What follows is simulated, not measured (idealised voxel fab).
Process module, titled voxel self aligned vias
cross-section cut | 290 nm wide | cells 5 nm
Cross-section layout: square cells on a grid; listed as bands, top to bottom; a band spans one or more cell rows.
Band: top height; bottom height; in nm. Then, left to right: material with width in nm, for each material. "everywhere": a single material spanning edge to edge. "empty": empty space.
All heights in this document are referenced to 0, defined as the level beneath which the wafer, as received, consists entirely of one material. The lowest band is not bounded below; it extends indefinitely downward and is written in the form "from 0 down".
Per-row width for "30..40": begins at first number (top row of band), ends at second number (bottom row), increment between rows held constant.
No cell of the cross-section changed in a step that is given as "nothing altered".
Closed-off voids of 8+ cells (no open route to the top) go in "Closed void inventory", written width x height at distance from the left edge, in nm.
It should be noted that, on the line of a given step, the content following the step's settings is a remark produced by the simulator itself with respect to that step.
On any step carrying a mask, the "overlay nm" setting, if present on the step's line, tells how far right of its planned place the mask lay; negative values point to the left.

The steps planned for the process are as follows
step 1: op RECEIVE | material Si
step 2: op CONFORMAL_DEP | material SiO2 | thk nm 15
step 3: op CONFORMAL_DEP | material SiCN | thk nm 5
step 4: op DIRECTIONAL_DEP | material SiO2 | thk nm 20
step 5: op MASKED_ETCH | tone open | mask id LINES | width nm 25 | pitch nm 70 | etch materials SiO2 | depth nm 20 | overlay nm 0
step 6: op CONFORMAL_DEP | material TiN | thk nm 5
step 7: op FILL_DEP | material Ru | thk nm 10
step 8: op CMP | height nm 40
step 9: op SELECTIVE_ETCH | etch materials W Ru TiN | depth nm 10
step 10: op FILL_DEP | material SiN | thk nm 5
step 11: op CMP | height nm 40
step 12: op DIRECTIONAL_DEP | material SiO2 | thk nm 20
step 13: op PATTERN | tone open | mask id VIAS | material resist | width nm 45 | thk nm 20 | overlay nm -15
step 14: op DIRECTIONAL_ETCH | etch materials SiO2 | depth nm 20
step 15: op DIRECTIONAL_ETCH | etch materials SiN | depth nm 10
step 16: op STRIP | etch materials resist
step 17: op CONFORMAL_DEP | material TiN | thk nm 5
step 18: op FILL_DEP | material W | thk nm 5
step 19: op CMP | height nm 60
step 20: op CONFORMAL_DEP | material SiN | thk nm 5
Quick note for whoever runs this: the wafers start identical, but the overlay nm at step 13 isn't the same across them. The plan just shows what the first wafer had.

Cross-section of the first of several received wafers, showing its state after step 1
	from 0 down: Si everywhere
	Closed void inventory: none

The figure below presents a cross-section of the first of several wafers at the conclusion of the module, following its last step, step 20
	from 65 to 60: SiN everywhere
	from 60 to 45: SiO2: 70, then TiN: 5, then W: 35, then TiN: 5, then SiO2: 175
	from 45 to 40: SiO2: 70, then TiN: 30, then W: 10, then TiN: 5, then SiO2: 175
	from 40 to 35: SiO2: 95, then TiN: 5, then W: 10, then TiN: 5, then SiN: 5, then SiO2: 45, then SiN: 25, then SiO2: 100
	from 35 to 30: SiO2: 95, then TiN: 20, then SiN: 5, then SiO2: 45, then SiN: 25, then SiO2: 100
	from 30 to 25: SiO2: 95, then TiN: 5, then Ru: 15, then TiN: 5, then SiO2: 45, then TiN: 5, then Ru: 15, then TiN: 5, then SiO2: 100
	from 25 to 20: SiO2: 95, then TiN: 25, then SiO2: 45, then TiN: 25, then SiO2: 100
	from 20 to 15: SiCN everywhere
	from 15 to 0: SiO2 everywhere
	from 0 down: Si everywhere
	Closed void inventory: none

Of the several wafers, the last: cross-section at the end of the module
	from 65 to 60: SiN everywhere
	from 60 to 45: SiO2: 100, then TiN: 5, then W: 35, then TiN: 5, then SiO2: 145
	from 45 to 40: SiO2: 100, then TiN: 5, then W: 10, then TiN: 30, then SiO2: 145
	from 40 to 35: SiO2: 95, then SiN: 5, then TiN: 5, then W: 10, then TiN: 5, then SiO2: 45, then SiN: 25, then SiO2: 100
	from 35 to 30: SiO2: 95, then SiN: 5, then TiN: 20, then SiO2: 45, then SiN: 25, then SiO2: 100
	from 30 to 25: SiO2: 95, then TiN: 5, then Ru: 15, then TiN: 5, then SiO2: 45, then TiN: 5, then Ru: 15, then TiN: 5, then SiO2: 100
	from 25 to 20: SiO2: 95, then TiN: 25, then SiO2: 45, then TiN: 25, then SiO2: 100
	from 20 to 15: SiCN everywhere
	from 15 to 0: SiO2 everywhere
	from 0 down: Si everywhere
	Closed void inventory: none

The table below has one row for each wafer; a row shows, as of the end of the module, how many cells of each material the wafer has gained, marked (+), or lost, marked (-), since it was received, and then the wafer's closed voids
overlay nm -15; +6 Ru; +58 SiCN; +70 SiN; +562 SiO2; +33 TiN; +25 W; Closed void inventory: none
overlay nm -10; +6 Ru; +58 SiCN; +68 SiN; +562 SiO2; +33 TiN; +27 W; Closed void inventory: none
overlay nm -5; +6 Ru; +58 SiCN; +68 SiN; +562 SiO2; +33 TiN; +27 W; Closed void inventory: none
overlay nm 0; +6 Ru; +58 SiCN; +68 SiN; +562 SiO2; +33 TiN; +27 W; Closed void inventory: none
overlay nm 5; +6 Ru; +58 SiCN; +68 SiN; +562 SiO2; +33 TiN; +27 W; Closed void inventory: none
overlay nm 10; +6 Ru; +58 SiCN; +68 SiN; +562 SiO2; +33 TiN; +27 W; Closed void inventory: none
overlay nm 15; +6 Ru; +58 SiCN; +70 SiN; +562 SiO2; +33 TiN; +25 W; Closed void inventory: none
